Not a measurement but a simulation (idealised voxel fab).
Documented hereafter: the process module known as voxel capacitor over wiring.
Square cells of 5 nm make up the cross-section cut, whose width is 240 nm.
Cross-section format: a grid of square cells, given as bands from top to bottom; each band is one or more rows of cells.
The band entry comprises the height of the band's top followed by the height of its bottom, expressed in nm, and subsequently the band's materials from left to right, each stated together with its width in nm. Where a single material is marked with the word "throughout", that material fills the band from edge to edge. The word "blank" represents empty space.
All heights in this document are referenced to 0, defined as the level beneath which the wafer, as received, consists entirely of one material. The lowest band is not bounded below; it extends indefinitely downward and is written in the form "0 nm and below".
Width "30..40": first value at the band's top row of cells, second value at its bottom row, equal change from row to row.
"nothing altered" -> step changed no cross-section cell.
The list in "Enclosed empty spaces" covers empty spaces of 8 cells or more that cannot reach the top through any open way, and it gives each as width x height at distance; the distance is from the left edge, and width, height and distance are in nm.
Formally, on a step line, whatever follows the settings is a remark that the simulator itself makes on the step.
overlay nm: how far to the right of its planned place the mask lay on this masked step (negative: to the left).

PROCESS STEPS - PLAN
1) RECEIVE, material Si
2) CONFORMAL_DEP, material SiO2, thk nm 15
3) CONFORMAL_DEP, material SiN, thk nm 5
4) DIRECTIONAL_DEP, material SiO2, thk nm 15
5) MASKED_ETCH, tone open, mask id METAL_1, width nm 20, pitch nm 70, etch materials SiO2, depth nm 15, overlay nm 0
6) MASKED_ETCH, tone open, mask id METAL_1, width nm 20, pitch nm 70, etch materials SiN, depth nm 5, overlay nm 0
7) CONFORMAL_DEP, material TiN, thk nm 5
8) FILL_DEP, material W, thk nm 5
9) CMP, height nm 35
10) CONFORMAL_DEP, material SiCN, thk nm 5
11) DIRECTIONAL_DEP, material SiO2, thk nm 10
12) PATTERN, tone open, mask id PLUG_1, material resist, width nm 15, thk nm 20, overlay nm 0
13) DIRECTIONAL_ETCH, etch materials SiO2, depth nm 5
14) DIRECTIONAL_ETCH, etch materials SiCN, depth nm 5
15) STRIP, etch materials resist
16) CONFORMAL_DEP, material TiN, thk nm 5
17) FILL_DEP, material Cu, thk nm 5
18) CMP, height nm 50
19) DIRECTIONAL_DEP, material TiN, thk nm 5
20) DIRECTIONAL_DEP, material Al2O3, thk nm 5
21) DIRECTIONAL_DEP, material TiN, thk nm 5
22) MASKED_ETCH, tone cover, mask id UPPER_PLATE, width nm 55, etch materials TiN, depth nm 5, overlay nm 0
23) MASKED_ETCH, tone cover, mask id UPPER_PLATE, width nm 55, etch materials Al2O3, depth nm 5, overlay nm 0
24) DIRECTIONAL_DEP, material aC, thk nm 15
25) PATTERN, tone cover, mask id LOWER_PLATE, material resist, width nm 65, thk nm 35, overlay nm 0
26) DIRECTIONAL_ETCH, etch materials aC, depth nm 15
27) STRIP, etch materials resist
28) DIRECTIONAL_ETCH, etch materials TiN, depth nm 5
29) STRIP, etch materials aC
30) FILL_DEP, material SiO2, thk nm 20
31) CMP, height nm 80
32) MASKED_ETCH, tone open, mask id PLUG_2, width nm 15, etch materials SiO2, depth nm 15, overlay nm 0
33) CONFORMAL_DEP, material TiN, thk nm 5
34) FILL_DEP, material Cu, thk nm 5
35) CMP, height nm 80
36) CONFORMAL_DEP, material SiN, thk nm 5
Heads up: all these wafers start the same, and what changes between them is the depth nm in step 13. The value you see in the plan is just what the first wafer got.

THE FIRST OF SEVERAL WAFERS AS RECEIVED, SHOWN IN CROSS-SECTION; THIS IS ITS STATE AFTER STEP 1
> 0 nm and below = Si throughout
> Enclosed empty spaces: none

BELOW: A ROW PER WAFER. CONTENTS AT END OF MODULE: FOR EVERY MATERIAL, CELLS GAINED SINCE RECEIPT (+) OR LOST SINCE RECEIPT (-); THEN CLOSED VOIDS
depth nm 5, +11 Al2O3, +2 Cu, +48 SiCN, +88 SiN, +601 SiO2, +54 TiN, +12 W, Enclosed empty spaces: none
depth nm 10, +11 Al2O3, +4 Cu, +45 SiCN, +88 SiN, +598 SiO2, +58 TiN, +12 W, Enclosed empty spaces: none
depth nm 15, +11 Al2O3, +4 Cu, +45 SiCN, +88 SiN, +598 SiO2, +58 TiN, +12 W, Enclosed empty spaces: none
depth nm 20, +11 Al2O3, +4 Cu, +45 SiCN, +88 SiN, +598 SiO2, +58 TiN, +12 W, Enclosed empty spaces: none
depth nm 25, +11 Al2O3, +4 Cu, +45 SiCN, +88 SiN, +598 SiO2, +58 TiN, +12 W, Enclosed empty spaces: none
